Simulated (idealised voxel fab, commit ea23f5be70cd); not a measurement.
Process module heading - voxel capacitor over wiring
cross-section cut | 225 nm wide | cells 5 nm
How to read a cross-section here: the picture is a grid of square cells, written as bands going from the top down, and any band can span one or more rows of cells. Band: top and bottom heights (nm) first, top before bottom; then materials from left to right, widths in nm. "edge to edge" marks a sole material filling the band edge to edge. "empty" denotes empty space. Zero point of the height axis is 0; under it, received wafer = one material. Lowest band: continues down indefinitely, "0 -> down". Per-row width for "30 to 40": begins at first number (top row of band), ends at second number (bottom row), increment between rows held constant. Given "everything unchanged" for a step, no cell of the cross-section differs between before and after that step. The label "Unvented cavities" introduces a list of the empty spaces, 8 cells or larger, that have no open way up to the top; each entry in it reads width x height at distance, where the distance is taken from the left edge and all three are stated in nm. On each step's line, the part that comes after the settings is the simulator's own comment on the step. overlay nm: for a step with a mask, the amount by which the mask lay right of where it was planned; a negative amount means left of it.
Intended process steps:
1: RECEIVE with material Si
2: CONFORMAL_DEP with material SiO2, thk nm 15
3: DIRECTIONAL_DEP with material TiN, thk nm 5
4: DIRECTIONAL_DEP with material W, thk nm 15
5: MASKED_ETCH with tone cover, mask id METAL_1, width nm 25, pitch nm 95, etch materials W, depth nm 15, overlay nm 0
6: MASKED_ETCH with tone cover, mask id METAL_1, width nm 25, pitch nm 95, etch materials TiN, depth nm 5, overlay nm 0
7: CONFORMAL_DEP with material SiCN, thk nm 5
8: FILL_DEP with material lowk, thk nm 5
9: CMP with height nm 35
10: CONFORMAL_DEP with material SiCN, thk nm 5
11: DIRECTIONAL_DEP with material lowk, thk nm 15
12: PATTERN with tone open, mask id PLUG_1, material resist, width nm 15, thk nm 20, overlay nm 0
13: DIRECTIONAL_ETCH with etch materials lowk, depth nm 15
14: DIRECTIONAL_ETCH with etch materials SiCN, depth nm 5
15: STRIP with etch materials resist
16: CONFORMAL_DEP with material TiN, thk nm 5
17: FILL_DEP with material Ru, thk nm 10
18: CMP with height nm 55
19: DIRECTIONAL_DEP with material TiN, thk nm 5
20: DIRECTIONAL_DEP with material SiN, thk nm 5
21: DIRECTIONAL_DEP with material TiN, thk nm 5
22: PATTERN with tone cover, mask id UPPER_PLATE, material resist, width nm 75, thk nm 15, overlay nm 0
23: DIRECTIONAL_ETCH with etch materials TiN, depth nm 5
24: DIRECTIONAL_ETCH with etch materials SiN, depth nm 5
25: STRIP with etch materials resist
26: MASKED_ETCH with tone cover, mask id LOWER_PLATE, width nm 85, etch materials TiN, depth nm 5, overlay nm 0
27: FILL_DEP with material SiO2, thk nm 20
28: CMP with height nm 85
29: MASKED_ETCH with tone open, mask id PLUG_2, width nm 15, etch materials SiO2, depth nm 15, overlay nm 0
30: CONFORMAL_DEP with material TiN, thk nm 5
31: FILL_DEP with material Ru, thk nm 10
32: CMP with height nm 85
33: CONFORMAL_DEP with material SiN, thk nm 5
Incoming wafer in cross-section (state: after step 1):
0 -> down  Si edge to edge
Unvented cavities: none
One mistake in running the module, otherwise start and plan as above: cross-section at the end:
90 -> 85  SiN edge to edge
85 -> 75  70 nm SiO2; 5 nm TiN; 5 nm Ru; 5 nm TiN; 140 nm SiO2
75 -> 65  70 to 60 nm SiO2; 15 to 75 nm TiN; 140 to 90 nm SiO2
65 -> 60  60 nm SiO2; 75 nm SiN; 90 nm SiO2
60 -> 55  55 nm SiO2; 85 nm TiN; 85 nm SiO2
55 -> 50  60 nm SiCN; 15 nm TiN; 150 nm SiCN
50 -> 35  lowk edge to edge
35 -> 20  45 nm lowk; 5 nm SiCN; 25 nm W; 5 nm SiCN; 60 nm lowk; 5 nm SiCN; 25 nm W; 5 nm SiCN; 50 nm lowk
20 -> 15  50 nm SiCN; 25 nm TiN; 70 nm SiCN; 25 nm TiN; 55 nm SiCN
15 -> 0  SiO2 edge to edge
0 -> down  Si edge to edge
Unvented cavities: none
Here's what went sideways: the processing plan was not followed for steps 10 and 11, which were run with their positions exchanged
